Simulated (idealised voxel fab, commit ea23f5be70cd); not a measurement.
Presented below is a process module, voxel gate over fins.
Section cut is 235 nm wide and gridded with 5 nm square cells.
A cross-section is written here as square cells arranged in a grid, and it is given in bands from the top down, each band taking up one or more rows of cells.
Read a band's entry like this: the first values are the height of its top and the height of its bottom in nm, and what follows is the sequence of materials from left to right, each with its width in nm. Note that "empty" is empty space, and that a single material marked "all across" reaches across the band from edge to edge.
Below 0: as-received wafer, all one material; heights counted from there. Lowest band: no bottom, goes on down, written "0 down".
With a width like "30->40", each row of cells in the band differs from the next by the same amount, the top row carrying the first number and the bottom row the second.
"left unchanged" for a step: no cell of the cross-section changed in that step.
Entry "Trapped cavities" = empty spaces >= 8 cells with no open way to the top; each as width x height at distance, distance from left edge, all nm.
Where a step's line continues beyond its settings, the continuation is a remark by the simulator itself on that step.
overlay nm: step with mask; distance mask lay right of planned place; negative value = left of planned place.

**These are the steps we planned for the process**
1 RECEIVE [material Si]
2 CONFORMAL_DEP [material SiN] [thk nm 5]
3 PATTERN [tone cover] [mask id FINS] [material resist] [width nm 15] [pitch nm 35] [thk nm 15] [overlay nm 0]
4 DIRECTIONAL_ETCH [etch materials SiN] [depth nm 5]
5 DIRECTIONAL_ETCH [etch materials Si] [depth nm 35]
6 STRIP [etch materials resist]
7 FILL_DEP [material SiO2] [thk nm 15]
8 CMP [height nm 5]
9 SELECTIVE_ETCH [etch materials SiO2] [depth nm 15]
10 STRIP [etch materials SiN]
11 CONFORMAL_DEP [material HfO2] [thk nm 5]
12 CONFORMAL_DEP [material TiN] [thk nm 5]
13 CONFORMAL_DEP [material TiAl] [thk nm 5]
14 CONFORMAL_DEP [material TiN] [thk nm 5]
15 FILL_DEP [material W] [thk nm 15]
16 CMP [height nm 30]
17 CONFORMAL_DEP [material SiCN] [thk nm 5]

**Cross-section of the wafer as it came to us, i.e., already through step 1**
* 0 down: Si all across
* Trapped cavities: none

**First of two wafers at the end of the module, shown in cross-section; run carried out as planned**
* 35 to 30: SiCN all across
* 30 to 20: W all across
* 20 to 15: 70 nm W  90 nm TiN  75 nm W
* 15 to 10: 70 nm W  5 nm TiN  80 nm TiAl  5 nm TiN  75 nm W
* 10 to 5: 75 nm TiN  5 nm TiAl  70 nm TiN  5 nm TiAl  80 nm TiN
* 5 to 0: 80 nm TiAl  5 nm TiN  25 nm HfO2  10 nm TiN  25 nm HfO2  5 nm TiN  85 nm TiAl
* 0 to -5: 85 nm TiN  5 nm HfO2  15 nm Si  5 nm HfO2  10 nm TiN  5 nm HfO2  15 nm Si  5 nm HfO2  90 nm TiN
* -5 to -10: 90 nm HfO2  15 nm Si  20 nm HfO2  15 nm Si  95 nm HfO2
* -10 to -35: 90 nm SiO2  15 nm Si  20 nm SiO2  15 nm Si  95 nm SiO2
* -35 down: Si all across
* Trapped cavities: none

**Cross-sectional image of the second wafer of the two following completion of the module. Starting state and process plan were the same as for the first wafer; one execution error occurred**
* 35 to 30: SiCN all across
* 30 to 20: W all across
* 20 to 15: 60 nm W  90 nm TiN  85 nm W
* 15 to 10: 60 nm W  5 nm TiN  80 nm TiAl  5 nm TiN  85 nm W
* 10 to 5: 65 nm TiN  5 nm TiAl  70 nm TiN  5 nm TiAl  90 nm TiN
* 5 to 0: 70 nm TiAl  5 nm TiN  25 nm HfO2  10 nm TiN  25 nm HfO2  5 nm TiN  95 nm TiAl
* 0 to -5: 75 nm TiN  5 nm HfO2  15 nm Si  5 nm HfO2  10 nm TiN  5 nm HfO2  15 nm Si  5 nm HfO2  100 nm TiN
* -5 to -10: 80 nm HfO2  15 nm Si  20 nm HfO2  15 nm Si  105 nm HfO2
* -10 to -35: 80 nm SiO2  15 nm Si  20 nm SiO2  15 nm Si  105 nm SiO2
* -35 down: Si all across
* Trapped cavities: none
Deviation noted in wafer processing: note that step 3 departed from the planned setting and was carried out as PATTERN [tone cover] [mask id FINS] [material resist] [width nm 15] [pitch nm 35] [thk nm 15] [overlay nm -10]
Comparing end states, the material composition by cell count is preserved from the first wafer to the second, while the locations of the cells are not.
